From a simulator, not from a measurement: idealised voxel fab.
process module | voxel transistor to metal
cross-section cut | 295 nm wide | cells 5 nm
A cross-section is a grid of square cells, given in bands from the top down. A band is one or more rows of cells.
Each band's line starts with the height of the band's top and of its bottom, in nm. Then come its materials from left to right, each with its width in nm. One material with "throughout" fills the band from edge to edge. "air" is empty space.
Height 0 is the level under which the wafer as received is all one material. The lowest band goes on downwards, as in "0 down".
A width such as "30 to 40" changes by the same amount from each row of cells to the next, from the band's top row to its bottom row.
"no change" after a step means that no cell of the cross-section changed.
closed voids: empty space of 8 cells or more with no open way to the top, each as width x height at its distance from the left edge, in nm
after a step's settings: what the simulator itself notes on the step
overlay nm, on a step with a mask: how far to the right of its planned place the mask lay; to the left if negative
Each pair below shows a cross-section before one step and the cross-section after it, down to the lowest band that changed. The line under each pair gives the step between them, with its settings. The pairs can come from different runs of this module on the same starting wafer, so a pair continues from the pair above only where its "before" says so.
before
  100 to 85: air 30 | resist 20 | air 55 | resist 20 | air 40 | resist 20 | air 55 | resist 20 | air 35
  85 to 70: air 30 | aC 20 | air 55 | aC 20 | air 40 | aC 20 | air 55 | aC 20 | air 35
  70 to 65: TiN throughout
  65 to 45: Ru throughout
  45 to 30: SiO2 30 | TiN 5 | W 10 | TiN 5 | SiO2 55 | TiN 5 | W 10 | TiN 5 | SiO2 40 | TiN 5 | W 10 | TiN 5 | SiO2 55 | TiN 5 | W 10 | TiN 5 | SiO2 35
  30 to 15: SiO2 30 | TiN 5 | W 10 | TiN 5 | SiO2 15 | SiN 5 | SiCN 15 | SiN 5 | SiO2 15 | TiN 5 | W 10 | TiN 5 | SiO2 40 | TiN 5 | W 10 | TiN 5 | SiO2 15 | SiN 5 | SiCN 15 | SiN 5 | SiO2 15 | TiN 5 | W 10 | TiN 5 | SiO2 35
  15 to 5: SiO2 30 | TiN 5 | W 10 | TiN 5 | SiO2 15 | SiN 5 | polySi 15 | SiN 5 | SiO2 15 | TiN 5 | W 10 | TiN 5 | SiO2 40 | TiN 5 | W 10 | TiN 5 | SiO2 15 | SiN 5 | polySi 15 | SiN 5 | SiO2 15 | TiN 5 | W 10 | TiN 5 | SiO2 35
  5 to 0: SiO2 15 | SiN 5 | SiO2 10 | TiN 5 | W 10 | TiN 5 | SiO2 15 | SiN 5 | polySi 15 | SiN 5 | SiO2 15 | TiN 5 | W 10 | TiN 5 | SiO2 10 | SiN 5 | SiO2 10 | SiN 5 | SiO2 10 | TiN 5 | W 10 | TiN 5 | SiO2 15 | SiN 5 | polySi 15 | SiN 5 | SiO2 15 | TiN 5 | W 10 | TiN 5 | SiO2 10 | SiN 5 | SiO2 20
  0 to -5: SiO2 15 | SiN 5 | SiO2 10 | TiN 20 | SiO2 5 | pSi 10 | SiN 5 | polySi 15 | SiN 5 | pSi 10 | SiO2 5 | TiN 20 | SiO2 10 | SiN 5 | SiO2 10 | SiN 5 | SiO2 10 | TiN 20 | SiO2 5 | pSi 10 | SiN 5 | polySi 15 | SiN 5 | pSi 10 | SiO2 5 | TiN 20 | SiO2 10 | SiN 5 | SiO2 20
  -5 to -10: SiO2 20 | pSi 45 | SiO2 25 | pSi 45 | SiO2 20 | pSi 45 | SiO2 25 | pSi 45 | SiO2 25
  -10 to -15: SiO2 20 | pSi 45 | Si 25 | pSi 45 | SiO2 20 | pSi 45 | Si 25 | pSi 45 | SiO2 25
  -15 to -40: SiO2 20 | Si 115 | SiO2 20 | Si 115 | SiO2 25
  -40 down: Si throughout
  closed voids: none
after
  85 to 70: air 30 | aC 20 | air 55 | aC 20 | air 40 | aC 20 | air 55 | aC 20 | air 35
  below 70: unchanged
  closed voids: none
the step between: op STRIP | etch materials resist
before: the cross-section after the pair above
after
  85 to 70: air 30 | aC 20 | air 55 | aC 20 | air 40 | aC 20 | air 55 | aC 20 | air 35
  70 to 65: air 30 | TiN 20 | air 55 | TiN 20 | air 40 | TiN 20 | air 55 | TiN 20 | air 35
  below 65: unchanged
  closed voids: none
the step between: op DIRECTIONAL_ETCH | etch materials TiN | depth nm 5
before: the cross-section after the pair above
after
  70 to 65: air 30 | TiN 20 | air 55 | TiN 20 | air 40 | TiN 20 | air 55 | TiN 20 | air 35
  below 65: unchanged
  closed voids: none
the step between: op STRIP | etch materials aC
before: the cross-section after the pair above
after
  75 to 70: air 25 | SiCN 30 | air 45 | SiCN 30 | air 30 | SiCN 30 | air 45 | SiCN 30 | air 30
  70 to 65: SiCN 30 | TiN 20 | SiCN 55 | TiN 20 | SiCN 40 | TiN 20 | SiCN 55 | TiN 20 | SiCN 35
  below 65: unchanged
  closed voids: none
the step between: op CONFORMAL_DEP | material SiCN | thk nm 5
before: the cross-section after the pair above
after
  85 to 75: SiO2 throughout
  75 to 70: SiO2 25 | SiCN 30 | SiO2 45 | SiCN 30 | SiO2 30 | SiCN 30 | SiO2 45 | SiCN 30 | SiO2 30
  below 70: unchanged
  closed voids: none
the step between: op FILL_DEP | material SiO2 | thk nm 10
before: the cross-section after the pair above
after
  70 to 65: SiCN 30 | TiN 20 | SiCN 55 | TiN 20 | SiCN 40 | TiN 20 | SiCN 55 | TiN 20 | SiCN 35
  below 65: unchanged
  closed voids: none
the step between: op CMP | height nm 70
before: the cross-section after the pair above
after
  75 to 70: SiN throughout
  below 70: unchanged
  closed voids: none
the step between: op CONFORMAL_DEP | material SiN | thk nm 5
before
  85 to 75: SiO2 throughout
  75 to 70: SiO2 25 | SiCN 30 | SiO2 45 | SiCN 30 | SiO2 30 | SiCN 30 | SiO2 45 | SiCN 30 | SiO2 30
  70 to 50: SiO2 25 | SiCN 5 | Ru 20 | SiCN 5 | SiO2 45 | SiCN 5 | Ru 20 | SiCN 5 | SiO2 30 | SiCN 5 | Ru 20 | SiCN 5 | SiO2 45 | SiCN 5 | Ru 20 | SiCN 5 | SiO2 30
  50 to 45: SiCN 30 | TiN 20 | SiCN 55 | TiN 20 | SiCN 40 | TiN 20 | SiCN 55 | TiN 20 | SiCN 35
  45 to 30: SiO2 30 | TiN 5 | W 10 | TiN 5 | SiO2 55 | TiN 5 | W 10 | TiN 5 | SiO2 40 | TiN 5 | W 10 | TiN 5 | SiO2 55 | TiN 5 | W 10 | TiN 5 | SiO2 35
  30 to 15: SiO2 30 | TiN 5 | W 10 | TiN 5 | SiO2 15 | SiN 5 | SiCN 15 | SiN 5 | SiO2 15 | TiN 5 | W 10 | TiN 5 | SiO2 40 | TiN 5 | W 10 | TiN 5 | SiO2 15 | SiN 5 | SiCN 15 | SiN 5 | SiO2 15 | TiN 5 | W 10 | TiN 5 | SiO2 35
  15 to 5: SiO2 30 | TiN 5 | W 10 | TiN 5 | SiO2 15 | SiN 5 | polySi 15 | SiN 5 | SiO2 15 | TiN 5 | W 10 | TiN 5 | SiO2 40 | TiN 5 | W 10 | TiN 5 | SiO2 15 | SiN 5 | polySi 15 | SiN 5 | SiO2 15 | TiN 5 | W 10 | TiN 5 | SiO2 35
  5 to 0: SiO2 15 | SiN 5 | SiO2 10 | TiN 5 | W 10 | TiN 5 | SiO2 15 | SiN 5 | polySi 15 | SiN 5 | SiO2 15 | TiN 5 | W 10 | TiN 5 | SiO2 10 | SiN 5 | SiO2 10 | SiN 5 | SiO2 10 | TiN 5 | W 10 | TiN 5 | SiO2 15 | SiN 5 | polySi 15 | SiN 5 | SiO2 15 | TiN 5 | W 10 | TiN 5 | SiO2 10 | SiN 5 | SiO2 20
  0 to -5: SiO2 15 | SiN 5 | SiO2 10 | TiN 20 | SiO2 5 | pSi 10 | SiN 5 | polySi 15 | SiN 5 | pSi 10 | SiO2 5 | TiN 20 | SiO2 10 | SiN 5 | SiO2 10 | SiN 5 | SiO2 10 | TiN 20 | SiO2 5 | pSi 10 | SiN 5 | polySi 15 | SiN 5 | pSi 10 | SiO2 5 | TiN 20 | SiO2 10 | SiN 5 | SiO2 20
  -5 to -10: SiO2 20 | pSi 45 | SiO2 25 | pSi 45 | SiO2 20 | pSi 45 | SiO2 25 | pSi 45 | SiO2 25
  -10 to -15: SiO2 20 | pSi 45 | Si 25 | pSi 45 | SiO2 20 | pSi 45 | Si 25 | pSi 45 | SiO2 25
  -15 to -40: SiO2 20 | Si 115 | SiO2 20 | Si 115 | SiO2 25
  -40 down: Si throughout
  closed voids: none
after
  80 to 75: SiO2 throughout
  below 75: unchanged
  closed voids: none
the step between: op CMP | height nm 80
before: the cross-section after the pair above
after
  85 to 80: SiN throughout
  below 80: unchanged
  closed voids: none
the step between: op CONFORMAL_DEP | material SiN | thk nm 5
before
  45 to 30: SiO2 throughout
  30 to 15: SiO2 65 | SiN 5 | SiCN 15 | SiN 5 | SiO2 110 | SiN 5 | SiCN 15 | SiN 5 | SiO2 70
  15 to 5: SiO2 65 | SiN 5 | polySi 15 | SiN 5 | SiO2 110 | SiN 5 | polySi 15 | SiN 5 | SiO2 70
  5 to 0: SiO2 15 | SiN 5 | SiO2 45 | SiN 5 | polySi 15 | SiN 5 | SiO2 45 | SiN 5 | SiO2 10 | SiN 5 | SiO2 45 | SiN 5 | polySi 15 | SiN 5 | SiO2 45 | SiN 5 | SiO2 20
  0 to -5: SiO2 15 | SiN 5 | SiO2 35 | pSi 10 | SiN 5 | polySi 15 | SiN 5 | pSi 10 | SiO2 35 | SiN 5 | SiO2 10 | SiN 5 | SiO2 35 | pSi 10 | SiN 5 | polySi 15 | SiN 5 | pSi 10 | SiO2 35 | SiN 5 | SiO2 20
  -5 to -10: SiO2 20 | pSi 45 | SiO2 25 | pSi 45 | SiO2 20 | pSi 45 | SiO2 25 | pSi 45 | SiO2 25
  -10 to -15: SiO2 20 | pSi 45 | Si 25 | pSi 45 | SiO2 20 | pSi 45 | Si 25 | pSi 45 | SiO2 25
  -15 to -40: SiO2 20 | Si 115 | SiO2 20 | Si 115 | SiO2 25
  -40 down: Si throughout
  closed voids: none
after
  45 to 30: SiO2 25 | air 30 | SiO2 45 | air 30 | SiO2 30 | air 30 | SiO2 45 | air 30 | SiO2 30
  30 to 15: SiO2 25 | air 30 | SiO2 10 | SiN 5 | SiCN 15 | SiN 5 | SiO2 10 | air 30 | SiO2 30 | air 30 | SiO2 10 | SiN 5 | SiCN 15 | SiN 5 | SiO2 10 | air 30 | SiO2 30
  15 to 5: SiO2 25 | air 30 | SiO2 10 | SiN 5 | polySi 15 | SiN 5 | SiO2 10 | air 30 | SiO2 30 | air 30 | SiO2 10 | SiN 5 | polySi 15 | SiN 5 | SiO2 10 | air 30 | SiO2 30
  5 to 0: SiO2 15 | SiN 5 | SiO2 5 | air 30 | SiO2 10 | SiN 5 | polySi 15 | SiN 5 | SiO2 10 | air 30 | SiO2 5 | SiN 5 | SiO2 10 | SiN 5 | SiO2 5 | air 30 | SiO2 10 | SiN 5 | polySi 15 | SiN 5 | SiO2 10 | air 30 | SiO2 5 | SiN 5 | SiO2 20
  0 to -5: SiO2 15 | SiN 5 | SiO2 5 | air 30 | pSi 10 | SiN 5 | polySi 15 | SiN 5 | pSi 10 | air 30 | SiO2 5 | SiN 5 | SiO2 10 | SiN 5 | SiO2 5 | air 30 | pSi 10 | SiN 5 | polySi 15 | SiN 5 | pSi 10 | air 30 | SiO2 5 | SiN 5 | SiO2 20
  below -5: unchanged
  closed voids: none
the step between: op MASKED_ETCH | tone open | mask id CONTACT | width nm 30 | etch materials SiO2 | depth nm 50 | overlay nm 0
before: the cross-section after the pair above
after
  50 to 45: TiN 30 | air 20 | TiN 55 | air 20 | TiN 40 | air 20 | TiN 55 | air 20 | TiN 35
  45 to 30: SiO2 25 | TiN 5 | air 20 | TiN 5 | SiO2 45 | TiN 5 | air 20 | TiN 5 | SiO2 30 | TiN 5 | air 20 | TiN 5 | SiO2 45 | TiN 5 | air 20 | TiN 5 | SiO2 30
  30 to 15: SiO2 25 | TiN 5 | air 20 | TiN 5 | SiO2 10 | SiN 5 | SiCN 15 | SiN 5 | SiO2 10 | TiN 5 | air 20 | TiN 5 | SiO2 30 | TiN 5 | air 20 | TiN 5 | SiO2 10 | SiN 5 | SiCN 15 | SiN 5 | SiO2 10 | TiN 5 | air 20 | TiN 5 | SiO2 30
  15 to 5: SiO2 25 | TiN 5 | air 20 | TiN 5 | SiO2 10 | SiN 5 | polySi 15 | SiN 5 | SiO2 10 | TiN 5 | air 20 | TiN 5 | SiO2 30 | TiN 5 | air 20 | TiN 5 | SiO2 10 | SiN 5 | polySi 15 | SiN 5 | SiO2 10 | TiN 5 | air 20 | TiN 5 | SiO2 30
  5 to 0: SiO2 15 | SiN 5 | SiO2 5 | TiN 5 | air 20 | TiN 5 | SiO2 10 | SiN 5 | polySi 15 | SiN 5 | SiO2 10 | TiN 5 | air 20 | TiN 5 | SiO2 5 | SiN 5 | SiO2 10 | SiN 5 | SiO2 5 | TiN 5 | air 20 | TiN 5 | SiO2 10 | SiN 5 | polySi 15 | SiN 5 | SiO2 10 | TiN 5 | air 20 | TiN 5 | SiO2 5 | SiN 5 | SiO2 20
  0 to -5: SiO2 15 | SiN 5 | SiO2 5 | TiN 30 | pSi 10 | SiN 5 | polySi 15 | SiN 5 | pSi 10 | TiN 30 | SiO2 5 | SiN 5 | SiO2 10 | SiN 5 | SiO2 5 | TiN 30 | pSi 10 | SiN 5 | polySi 15 | SiN 5 | pSi 10 | TiN 30 | SiO2 5 | SiN 5 | SiO2 20
  below -5: unchanged
  closed voids: none
the step between: op CONFORMAL_DEP | material TiN | thk nm 5
before: the cross-section after the pair above
after
  60 to 50: W throughout
  50 to 45: TiN 30 | W 20 | TiN 55 | W 20 | TiN 40 | W 20 | TiN 55 | W 20 | TiN 35
  45 to 30: SiO2 25 | TiN 5 | W 20 | TiN 5 | SiO2 45 | TiN 5 | W 20 | TiN 5 | SiO2 30 | TiN 5 | W 20 | TiN 5 | SiO2 45 | TiN 5 | W 20 | TiN 5 | SiO2 30
  30 to 15: SiO2 25 | TiN 5 | W 20 | TiN 5 | SiO2 10 | SiN 5 | SiCN 15 | SiN 5 | SiO2 10 | TiN 5 | W 20 | TiN 5 | SiO2 30 | TiN 5 | W 20 | TiN 5 | SiO2 10 | SiN 5 | SiCN 15 | SiN 5 | SiO2 10 | TiN 5 | W 20 | TiN 5 | SiO2 30
  15 to 5: SiO2 25 | TiN 5 | W 20 | TiN 5 | SiO2 10 | SiN 5 | polySi 15 | SiN 5 | SiO2 10 | TiN 5 | W 20 | TiN 5 | SiO2 30 | TiN 5 | W 20 | TiN 5 | SiO2 10 | SiN 5 | polySi 15 | SiN 5 | SiO2 10 | TiN 5 | W 20 | TiN 5 | SiO2 30
  5 to 0: SiO2 15 | SiN 5 | SiO2 5 | TiN 5 | W 20 | TiN 5 | SiO2 10 | SiN 5 | polySi 15 | SiN 5 | SiO2 10 | TiN 5 | W 20 | TiN 5 | SiO2 5 | SiN 5 | SiO2 10 | SiN 5 | SiO2 5 | TiN 5 | W 20 | TiN 5 | SiO2 10 | SiN 5 | polySi 15 | SiN 5 | SiO2 10 | TiN 5 | W 20 | TiN 5 | SiO2 5 | SiN 5 | SiO2 20
  below 0: unchanged
  closed voids: none
the step between: op FILL_DEP | material W | thk nm 10
before: the cross-section after the pair above
after
  45 to 30: SiO2 25 | TiN 5 | W 20 | TiN 5 | SiO2 45 | TiN 5 | W 20 | TiN 5 | SiO2 30 | TiN 5 | W 20 | TiN 5 | SiO2 45 | TiN 5 | W 20 | TiN 5 | SiO2 30
  below 30: unchanged
  closed voids: none
the step between: op CMP | height nm 45
before: the cross-section after the pair above
after
  50 to 45: TiN throughout
  below 45: unchanged
  closed voids: none
the step between: op DIRECTIONAL_DEP | material TiN | thk nm 5
before: the cross-section after the pair above
after
  70 to 50: Ru throughout
  below 50: unchanged
  closed voids: none
the step between: op DIRECTIONAL_DEP | material Ru | thk nm 20
before: the cross-section after the pair above
after
  85 to 70: aC throughout
  below 70: unchanged
  closed voids: none
the step between: op DIRECTIONAL_DEP | material aC | thk nm 15
before: the cross-section after the pair above
after
  115 to 85: air 30 | resist 20 | air 55 | resist 20 | air 40 | resist 20 | air 55 | resist 20 | air 35
  below 85: unchanged
  closed voids: none
the step between: op PATTERN | tone cover | mask id METAL_1 | material resist | width nm 20 | thk nm 30 | overlay nm 0
before: the cross-section after the pair above
after
  100 to 85: air 30 | resist 20 | air 55 | resist 20 | air 40 | resist 20 | air 55 | resist 20 | air 35
  85 to 70: air 30 | aC 20 | air 55 | aC 20 | air 40 | aC 20 | air 55 | aC 20 | air 35
  below 70: unchanged
  closed voids: none
the step between: op DIRECTIONAL_ETCH | etch materials aC | depth nm 15
before: the cross-section after the pair above
after
  85 to 70: air 30 | aC 20 | air 55 | aC 20 | air 40 | aC 20 | air 55 | aC 20 | air 35
  below 70: unchanged
  closed voids: none
the step between: op STRIP | etch materials resist
before: the cross-section after the pair above
after
  85 to 70: air 30 | aC 20 | air 55 | aC 20 | air 40 | aC 20 | air 55 | aC 20 | air 35
  70 to 50: air 30 | Ru 20 | air 55 | Ru 20 | air 40 | Ru 20 | air 55 | Ru 20 | air 35
  below 50: unchanged
  closed voids: none
the step between: op DIRECTIONAL_ETCH | etch materials Ru | depth nm 20
before: the cross-section after the pair above
after
  85 to 70: air 30 | aC 20 | air 55 | aC 20 | air 40 | aC 20 | air 55 | aC 20 | air 35
  70 to 50: air 30 | Ru 20 | air 55 | Ru 20 | air 40 | Ru 20 | air 55 | Ru 20 | air 35
  50 to 45: air 30 | TiN 20 | air 55 | TiN 20 | air 40 | TiN 20 | air 55 | TiN 20 | air 35
  below 45: unchanged
  closed voids: none
the step between: op DIRECTIONAL_ETCH | etch materials TiN | depth nm 5
before: the cross-section after the pair above
after
  70 to 50: air 30 | Ru 20 | air 55 | Ru 20 | air 40 | Ru 20 | air 55 | Ru 20 | air 35
  below 50: unchanged
  closed voids: none
the step between: op STRIP | etch materials aC
before: the cross-section after the pair above
after
  75 to 70: air 25 | SiCN 30 | air 45 | SiCN 30 | air 30 | SiCN 30 | air 45 | SiCN 30 | air 30
  70 to 50: air 25 | SiCN 5 | Ru 20 | SiCN 5 | air 45 | SiCN 5 | Ru 20 | SiCN 5 | air 30 | SiCN 5 | Ru 20 | SiCN 5 | air 45 | SiCN 5 | Ru 20 | SiCN 5 | air 30
  50 to 45: SiCN 30 | TiN 20 | SiCN 55 | TiN 20 | SiCN 40 | TiN 20 | SiCN 55 | TiN 20 | SiCN 35
  below 45: unchanged
  closed voids: none
the step between: op CONFORMAL_DEP | material SiCN | thk nm 5
before: the cross-section after the pair above
after
  85 to 75: SiO2 throughout
  75 to 70: SiO2 25 | SiCN 30 | SiO2 45 | SiCN 30 | SiO2 30 | SiCN 30 | SiO2 45 | SiCN 30 | SiO2 30
  70 to 50: SiO2 25 | SiCN 5 | Ru 20 | SiCN 5 | SiO2 45 | SiCN 5 | Ru 20 | SiCN 5 | SiO2 30 | SiCN 5 | Ru 20 | SiCN 5 | SiO2 45 | SiCN 5 | Ru 20 | SiCN 5 | SiO2 30
  below 50: unchanged
  closed voids: none
the step between: op FILL_DEP | material SiO2 | thk nm 10
before: the cross-section after the pair above
after
  70 to 50: SiO2 25 | SiCN 5 | Ru 20 | SiCN 5 | SiO2 45 | SiCN 5 | Ru 20 | SiCN 5 | SiO2 30 | SiCN 5 | Ru 20 | SiCN 5 | SiO2 45 | SiCN 5 | Ru 20 | SiCN 5 | SiO2 30
  below 50: unchanged
  closed voids: none
the step between: op CMP | height nm 70
before: the cross-section after the pair above
after
  75 to 70: SiN throughout
  below 70: unchanged
  closed voids: none
the step between: op CONFORMAL_DEP | material SiN | thk nm 5
before
  45 to 30: SiO2 throughout
  30 to 15: SiO2 65 | SiN 5 | SiCN 15 | SiN 5 | SiO2 110 | SiN 5 | SiCN 15 | SiN 5 | SiO2 70
  15 to 5: SiO2 65 | SiN 5 | polySi 15 | SiN 5 | SiO2 110 | SiN 5 | polySi 15 | SiN 5 | SiO2 70
  5 to 0: SiO2 15 | SiN 5 | SiO2 45 | SiN 5 | polySi 15 | SiN 5 | SiO2 45 | SiN 5 | SiO2 10 | SiN 5 | SiO2 45 | SiN 5 | polySi 15 | SiN 5 | SiO2 45 | SiN 5 | SiO2 20
  0 to -5: SiO2 15 | SiN 5 | SiO2 35 | pSi 10 | SiN 5 | polySi 15 | SiN 5 | pSi 10 | SiO2 35 | SiN 5 | SiO2 10 | SiN 5 | SiO2 35 | pSi 10 | SiN 5 | polySi 15 | SiN 5 | pSi 10 | SiO2 35 | SiN 5 | SiO2 20
  -5 to -10: SiO2 20 | pSi 45 | SiO2 25 | pSi 45 | SiO2 20 | pSi 45 | SiO2 25 | pSi 45 | SiO2 25
  -10 to -15: SiO2 20 | pSi 45 | Si 25 | pSi 45 | SiO2 20 | pSi 45 | Si 25 | pSi 45 | SiO2 25
  -15 to -40: SiO2 20 | Si 115 | SiO2 20 | Si 115 | SiO2 25
  -40 down: Si throughout
  closed voids: none
after
  45 to 30: SiO2 40 | air 20 | SiO2 55 | air 20 | SiO2 40 | air 20 | SiO2 55 | air 20 | SiO2 25
  30 to 15: SiO2 40 | air 20 | SiO2 5 | SiN 5 | SiCN 15 | SiN 5 | SiO2 25 | air 20 | SiO2 40 | air 20 | SiO2 5 | SiN 5 | SiCN 15 | SiN 5 | SiO2 25 | air 20 | SiO2 25
  15 to 5: SiO2 40 | air 20 | SiO2 5 | SiN 5 | polySi 15 | SiN 5 | SiO2 25 | air 20 | SiO2 40 | air 20 | SiO2 5 | SiN 5 | polySi 15 | SiN 5 | SiO2 25 | air 20 | SiO2 25
  5 to 0: SiO2 15 | SiN 5 | SiO2 20 | air 20 | SiO2 5 | SiN 5 | polySi 15 | SiN 5 | SiO2 25 | air 20 | SiN 5 | SiO2 10 | SiN 5 | SiO2 20 | air 20 | SiO2 5 | SiN 5 | polySi 15 | SiN 5 | SiO2 25 | air 20 | SiN 5 | SiO2 20
  0 to -5: SiO2 15 | SiN 5 | SiO2 20 | air 15 | pSi 10 | SiN 5 | polySi 15 | SiN 5 | pSi 10 | SiO2 15 | air 20 | SiN 5 | SiO2 10 | SiN 5 | SiO2 20 | air 15 | pSi 10 | SiN 5 | polySi 15 | SiN 5 | pSi 10 | SiO2 15 | air 20 | SiN 5 | SiO2 20
  below -5: unchanged
  closed voids: none
the step between: op MASKED_ETCH | tone open | mask id CONTACT | width nm 20 | etch materials SiO2 | depth nm 50 | overlay nm 10
before: the cross-section after the pair above
after
  50 to 45: TiN 45 | air 10 | TiN 65 | air 10 | TiN 50 | air 10 | TiN 65 | air 10 | TiN 30
  45 to 30: SiO2 40 | TiN 5 | air 10 | TiN 5 | SiO2 55 | TiN 5 | air 10 | TiN 5 | SiO2 40 | TiN 5 | air 10 | TiN 5 | SiO2 55 | TiN 5 | air 10 | TiN 5 | SiO2 25
  30 to 15: SiO2 40 | TiN 5 | air 10 | TiN 5 | SiO2 5 | SiN 5 | SiCN 15 | SiN 5 | SiO2 25 | TiN 5 | air 10 | TiN 5 | SiO2 40 | TiN 5 | air 10 | TiN 5 | SiO2 5 | SiN 5 | SiCN 15 | SiN 5 | SiO2 25 | TiN 5 | air 10 | TiN 5 | SiO2 25
  15 to 5: SiO2 40 | TiN 5 | air 10 | TiN 5 | SiO2 5 | SiN 5 | polySi 15 | SiN 5 | SiO2 25 | TiN 5 | air 10 | TiN 5 | SiO2 40 | TiN 5 | air 10 | TiN 5 | SiO2 5 | SiN 5 | polySi 15 | SiN 5 | SiO2 25 | TiN 5 | air 10 | TiN 5 | SiO2 25
  5 to 0: SiO2 15 | SiN 5 | SiO2 20 | TiN 5 | air 5 | TiN 10 | SiO2 5 | SiN 5 | polySi 15 | SiN 5 | SiO2 25 | TiN 5 | air 10 | TiN 5 | SiN 5 | SiO2 10 | SiN 5 | SiO2 20 | TiN 5 | air 5 | TiN 10 | SiO2 5 | SiN 5 | polySi 15 | SiN 5 | SiO2 25 | TiN 5 | air 10 | TiN 5 | SiN 5 | SiO2 20
  0 to -5: SiO2 15 | SiN 5 | SiO2 20 | TiN 15 | pSi 10 | SiN 5 | polySi 15 | SiN 5 | pSi 10 | SiO2 15 | TiN 20 | SiN 5 | SiO2 10 | SiN 5 | SiO2 20 | TiN 15 | pSi 10 | SiN 5 | polySi 15 | SiN 5 | pSi 10 | SiO2 15 | TiN 20 | SiN 5 | SiO2 20
  below -5: unchanged
  closed voids: none
the step between: op CONFORMAL_DEP | material TiN | thk nm 5
before: the cross-section after the pair above
after
  60 to 50: W throughout
  50 to 45: TiN 45 | W 10 | TiN 65 | W 10 | TiN 50 | W 10 | TiN 65 | W 10 | TiN 30
  45 to 30: SiO2 40 | TiN 5 | W 10 | TiN 5 | SiO2 55 | TiN 5 | W 10 | TiN 5 | SiO2 40 | TiN 5 | W 10 | TiN 5 | SiO2 55 | TiN 5 | W 10 | TiN 5 | SiO2 25
  30 to 15: SiO2 40 | TiN 5 | W 10 | TiN 5 | SiO2 5 | SiN 5 | SiCN 15 | SiN 5 | SiO2 25 | TiN 5 | W 10 | TiN 5 | SiO2 40 | TiN 5 | W 10 | TiN 5 | SiO2 5 | SiN 5 | SiCN 15 | SiN 5 | SiO2 25 | TiN 5 | W 10 | TiN 5 | SiO2 25
  15 to 5: SiO2 40 | TiN 5 | W 10 | TiN 5 | SiO2 5 | SiN 5 | polySi 15 | SiN 5 | SiO2 25 | TiN 5 | W 10 | TiN 5 | SiO2 40 | TiN 5 | W 10 | TiN 5 | SiO2 5 | SiN 5 | polySi 15 | SiN 5 | SiO2 25 | TiN 5 | W 10 | TiN 5 | SiO2 25
  5 to 0: SiO2 15 | SiN 5 | SiO2 20 | TiN 5 | W 5 | TiN 10 | SiO2 5 | SiN 5 | polySi 15 | SiN 5 | SiO2 25 | TiN 5 | W 10 | TiN 5 | SiN 5 | SiO2 10 | SiN 5 | SiO2 20 | TiN 5 | W 5 | TiN 10 | SiO2 5 | SiN 5 | polySi 15 | SiN 5 | SiO2 25 | TiN 5 | W 10 | TiN 5 | SiN 5 | SiO2 20
  below 0: unchanged
  closed voids: none
the step between: op FILL_DEP | material W | thk nm 10
before: the cross-section after the pair above
after
  45 to 30: SiO2 40 | TiN 5 | W 10 | TiN 5 | SiO2 55 | TiN 5 | W 10 | TiN 5 | SiO2 40 | TiN 5 | W 10 | TiN 5 | SiO2 55 | TiN 5 | W 10 | TiN 5 | SiO2 25
  below 30: unchanged
  closed voids: none
the step between: op CMP | height nm 45
before: the cross-section after the pair above
after
  50 to 45: TiN throughout
  below 45: unchanged
  closed voids: none
the step between: op DIRECTIONAL_DEP | material TiN | thk nm 5
before: the cross-section after the pair above
after
  70 to 50: Ru throughout
  below 50: unchanged
  closed voids: none
the step between: op DIRECTIONAL_DEP | material Ru | thk nm 20
before: the cross-section after the pair above
after
  85 to 70: aC throughout
  below 70: unchanged
  closed voids: none
the step between: op DIRECTIONAL_DEP | material aC | thk nm 15
before: the cross-section after the pair above
after
  115 to 85: air 30 | resist 20 | air 55 | resist 20 | air 40 | resist 20 | air 55 | resist 20 | air 35
  below 85: unchanged
  closed voids: none
the step between: op PATTERN | tone cover | mask id METAL_1 | material resist | width nm 20 | thk nm 30 | overlay nm 0
before: the cross-section after the pair above
after
  100 to 85: air 30 | resist 20 | air 55 | resist 20 | air 40 | resist 20 | air 55 | resist 20 | air 35
  85 to 70: air 30 | aC 20 | air 55 | aC 20 | air 40 | aC 20 | air 55 | aC 20 | air 35
  below 70: unchanged
  closed voids: none
the step between: op DIRECTIONAL_ETCH | etch materials aC | depth nm 15
before: the cross-section after the pair above
after
  85 to 70: air 30 | aC 20 | air 55 | aC 20 | air 40 | aC 20 | air 55 | aC 20 | air 35
  below 70: unchanged
  closed voids: none
the step between: op STRIP | etch materials resist
before: the cross-section after the pair above
after
  85 to 70: air 30 | aC 20 | air 55 | aC 20 | air 40 | aC 20 | air 55 | aC 20 | air 35
  70 to 50: air 30 | Ru 20 | air 55 | Ru 20 | air 40 | Ru 20 | air 55 | Ru 20 | air 35
  below 50: unchanged
  closed voids: none
the step between: op DIRECTIONAL_ETCH | etch materials Ru | depth nm 20
before: the cross-section after the pair above
after
  85 to 70: air 30 | aC 20 | air 55 | aC 20 | air 40 | aC 20 | air 55 | aC 20 | air 35
  70 to 50: air 30 | Ru 20 | air 55 | Ru 20 | air 40 | Ru 20 | air 55 | Ru 20 | air 35
  50 to 45: air 30 | TiN 20 | air 55 | TiN 20 | air 40 | TiN 20 | air 55 | TiN 20 | air 35
  below 45: unchanged
  closed voids: none
the step between: op DIRECTIONAL_ETCH | etch materials TiN | depth nm 5
before: the cross-section after the pair above
after
  70 to 50: air 30 | Ru 20 | air 55 | Ru 20 | air 40 | Ru 20 | air 55 | Ru 20 | air 35
  below 50: unchanged
  closed voids: none
the step between: op STRIP | etch materials aC
before: the cross-section after the pair above
after
  75 to 70: air 25 | SiCN 30 | air 45 | SiCN 30 | air 30 | SiCN 30 | air 45 | SiCN 30 | air 30
  70 to 50: air 25 | SiCN 5 | Ru 20 | SiCN 5 | air 45 | SiCN 5 | Ru 20 | SiCN 5 | air 30 | SiCN 5 | Ru 20 | SiCN 5 | air 45 | SiCN 5 | Ru 20 | SiCN 5 | air 30
  50 to 45: SiCN 30 | TiN 20 | SiCN 55 | TiN 20 | SiCN 40 | TiN 20 | SiCN 55 | TiN 20 | SiCN 35
  below 45: unchanged
  closed voids: none
the step between: op CONFORMAL_DEP | material SiCN | thk nm 5
before: the cross-section after the pair above
after
  85 to 75: SiO2 throughout
  75 to 70: SiO2 25 | SiCN 30 | SiO2 45 | SiCN 30 | SiO2 30 | SiCN 30 | SiO2 45 | SiCN 30 | SiO2 30
  70 to 50: SiO2 25 | SiCN 5 | Ru 20 | SiCN 5 | SiO2 45 | SiCN 5 | Ru 20 | SiCN 5 | SiO2 30 | SiCN 5 | Ru 20 | SiCN 5 | SiO2 45 | SiCN 5 | Ru 20 | SiCN 5 | SiO2 30
  below 50: unchanged
  closed voids: none
the step between: op FILL_DEP | material SiO2 | thk nm 10
before: the cross-section after the pair above
after
  70 to 50: SiO2 25 | SiCN 5 | Ru 20 | SiCN 5 | SiO2 45 | SiCN 5 | Ru 20 | SiCN 5 | SiO2 30 | SiCN 5 | Ru 20 | SiCN 5 | SiO2 45 | SiCN 5 | Ru 20 | SiCN 5 | SiO2 30
  below 50: unchanged
  closed voids: none
the step between: op CMP | height nm 70
